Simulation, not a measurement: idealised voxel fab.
The following is a process module called voxel self aligned contacts.
The width of the displayed cross-section, cut, is 300 nm; its cells are square, with a size of 5 nm.
Cross-section layout: square cells on a grid; listed as bands, top to bottom; a band spans one or more cell rows. First you get the band's top height and its bottom height, in nm, and then the materials it's made of, left to right, with each width in nm. If you see a single material with "throughout", that one covers the band edge to edge. "empty" is empty space. All heights in this document are referenced to 0, defined as the level beneath which the wafer, as received, consists entirely of one material. The lowest band is not bounded below; it extends indefinitely downward and is written in the form "0..down". A two-number width, for instance "30..40", indicates that the width is equal to the first number in the top row of the band and to the second number in the bottom row, and that it changes by a constant amount per row of cells. Key: "no modification" - step with no changed cell in the cross-section. This entry, "Entrapped void list", enumerates those empty regions of no fewer than 8 cells that possess no open connection to the top. Each region is reported in the form width x height at distance, the distance being taken from the left edge, with all three quantities expressed in nm. Post-settings text on a step line: simulator's own remark regarding the step. overlay nm: where the mask lay relative to plan, measured to the right, on steps with a mask; negatives go left.
## Steps in the process plan
- 1: RECEIVE: material Si
- 2: OXIDIZE: depth nm 5
- 3: DIRECTIONAL_DEP: material polySi, thk nm 20
- 4: DIRECTIONAL_DEP: material SiN, thk nm 15
- 5: MASKED_ETCH: tone cover, mask id GATE, width nm 25, pitch nm 60, etch materials SiN, depth nm 15, overlay nm 0
- 6: MASKED_ETCH: tone cover, mask id GATE, width nm 25, pitch nm 60, etch materials polySi, depth nm 20, overlay nm 0
- 7: CONFORMAL_DEP: material SiN, thk nm 5
- 8: DIRECTIONAL_ETCH: etch materials SiN, depth nm 5
- 9: FILL_DEP: material SiO2, thk nm 15
- 10: CMP: height nm 40
- 11: DIRECTIONAL_DEP: material aC, thk nm 10
- 12: PATTERN: tone open, mask id CONTACT, material resist, width nm 45, thk nm 30, overlay nm 0
- 13: DIRECTIONAL_ETCH: etch materials aC, depth nm 10
- 14: STRIP: etch materials resist
- 15: DIRECTIONAL_ETCH: etch materials SiO2, depth nm 45
- 16: STRIP: etch materials aC
- 17: CONFORMAL_DEP: material TiN, thk nm 5
- 18: FILL_DEP: material Ru, thk nm 5
- 19: CMP: height nm 40
- 20: CONFORMAL_DEP: material SiN, thk nm 5
## Step 1 complete: cross-section of the wafer as received
0..down | Si throughout
Entrapped void list: none
## Cross-sectional view of the first of the two wafers upon completion of the module, processed in accordance with the plan
45..40 | SiN throughout
40..35 | SiO2: 125 / TiN: 15 / Ru: 15 / TiN: 15 / SiO2: 130
35..20 | SiO2: 100 / SiN: 35 / TiN: 5 / Ru: 15 / TiN: 5 / SiN: 35 / SiO2: 105
20..0 | SiO2: 100 / SiN: 5 / polySi: 25 / SiN: 5 / TiN: 5 / Ru: 15 / TiN: 5 / SiN: 5 / polySi: 25 / SiN: 5 / SiO2: 105
0..-5 | SiO2: 135 / TiN: 25 / SiO2: 140
-5..down | Si throughout
Entrapped void list: none
## Second of two wafers, module complete, sectioned: it shares the first wafer's start and plan but was run with one mistake
45..40 | SiN throughout
40..30 | SiO2: 100 / SiN: 35 / TiN: 5 / Ru: 15 / TiN: 5 / SiN: 35 / SiO2: 105
30..15 | SiO2: 100 / SiN: 5 / polySi: 25 / SiN: 5 / TiN: 5 / Ru: 15 / TiN: 5 / SiN: 5 / polySi: 25 / SiN: 5 / SiO2: 105
15..10 | SiO2: 100 / SiN: 5 / polySi: 25 / SiN: 5 / TiN: 25 / SiN: 5 / polySi: 25 / SiN: 5 / SiO2: 105
10..0 | polySi throughout
0..-5 | SiO2 throughout
-5..down | Si throughout
Entrapped void list: none
what went wrong: step 3 was processed under conditions differing from the plan, specifically as DIRECTIONAL_DEP: material polySi, thk nm 30
Materials where the second wafer ends with more or fewer cells than the first: Ru -9 | SiN -14 | SiO2 -87 | TiN -10 | polySi +120
